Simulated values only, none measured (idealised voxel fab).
The document below concerns the process module designated voxel ribs on slabs.
The width of the displayed cross-section, cut, is 150 nm; its cells are square, with a size of 5 nm.
Format of a cross-section: grid, square cells. Given as bands. Order: top down. Band: one or more rows of cells.
For a band, the entry starts with two heights in nm, that of the top and then that of the bottom, and carries on with the band's materials in order from left to right, each alongside its width in nm; the word "everywhere" beside a single material means it fills the band edge to edge, and "empty" means empty space.
Zero point of the height axis is 0; under it, received wafer = one material. Lowest band: continues down indefinitely, "0 nm and below".
Think of "30..40" as a width that walks from the first number to the second as you go down the band, top row to bottom row, taking equal-sized steps from row to row.
Given "identical to before" for a step, no cell of the cross-section differs between before and after that step.
"Trapped cavities" specifies each empty space that is not open to the top and that occupies no fewer than 8 cells, using the form width x height at distance, the distance measured from the left edge and all three quantities in nm.
Text after the settings on a step's line: the simulator's own remark on that step.
"overlay nm", when on a step's line for a step with a mask, measures how far to the right of its planned place the mask lay; a negative measure means to the left.

# Process steps foreseen in the plan
1 RECEIVE [material Si]
2 DIRECTIONAL_DEP [material SiO2] [thk nm 20]
3 DIRECTIONAL_DEP [material polySi] [thk nm 25]
4 MASKED_ETCH [tone cover] [mask id RIB] [width nm 20] [etch materials polySi] [depth nm 15] [overlay nm 0]
5 DIRECTIONAL_DEP [material aC] [thk nm 15]
6 PATTERN [tone cover] [mask id SLAB] [material resist] [width nm 50] [thk nm 30] [overlay nm 0]
7 DIRECTIONAL_ETCH [etch materials aC] [depth nm 15]
8 STRIP [etch materials resist]
9 DIRECTIONAL_ETCH [etch materials polySi] [depth nm 10]
10 STRIP [etch materials aC]
11 FILL_DEP [material SiO2] [thk nm 15]
12 CMP [height nm 55]
13 DIRECTIONAL_DEP [material W] [thk nm 5]
14 DIRECTIONAL_DEP [material aC] [thk nm 15]
15 PATTERN [tone cover] [mask id HEATER] [material resist] [width nm 30] [thk nm 30] [overlay nm 0]
16 DIRECTIONAL_ETCH [etch materials aC] [depth nm 15]
17 STRIP [etch materials resist]
18 DIRECTIONAL_ETCH [etch materials W] [depth nm 5]
19 STRIP [etch materials aC]
20 CONFORMAL_DEP [material SiO2] [thk nm 10]

# So this is the incoming wafer in cross-section - it's already been through step 1
    0 nm and below  Si everywhere
    Trapped cavities: none

# Cross-section, end of module. Start: as above. Plan: as above. Execution: one mistake
    70 nm to 65 nm  empty (55); SiO2 (50); empty (45)
    65 nm to 60 nm  SiO2 everywhere
    60 nm to 55 nm  SiO2 (65); W (30); SiO2 (55)
    55 nm to 45 nm  SiO2 everywhere
    45 nm to 30 nm  SiO2 (65); polySi (20); SiO2 (65)
    30 nm to 20 nm  SiO2 (50); polySi (50); SiO2 (50)
    20 nm to 0 nm  SiO2 everywhere
    0 nm and below  Si everywhere
    Trapped cavities: none
The plan and the run diverged here: step 15 ran differently from the plan; actual operation with settings: PATTERN [tone cover] [mask id HEATER] [material resist] [width nm 30] [thk nm 30] [overlay nm 5]
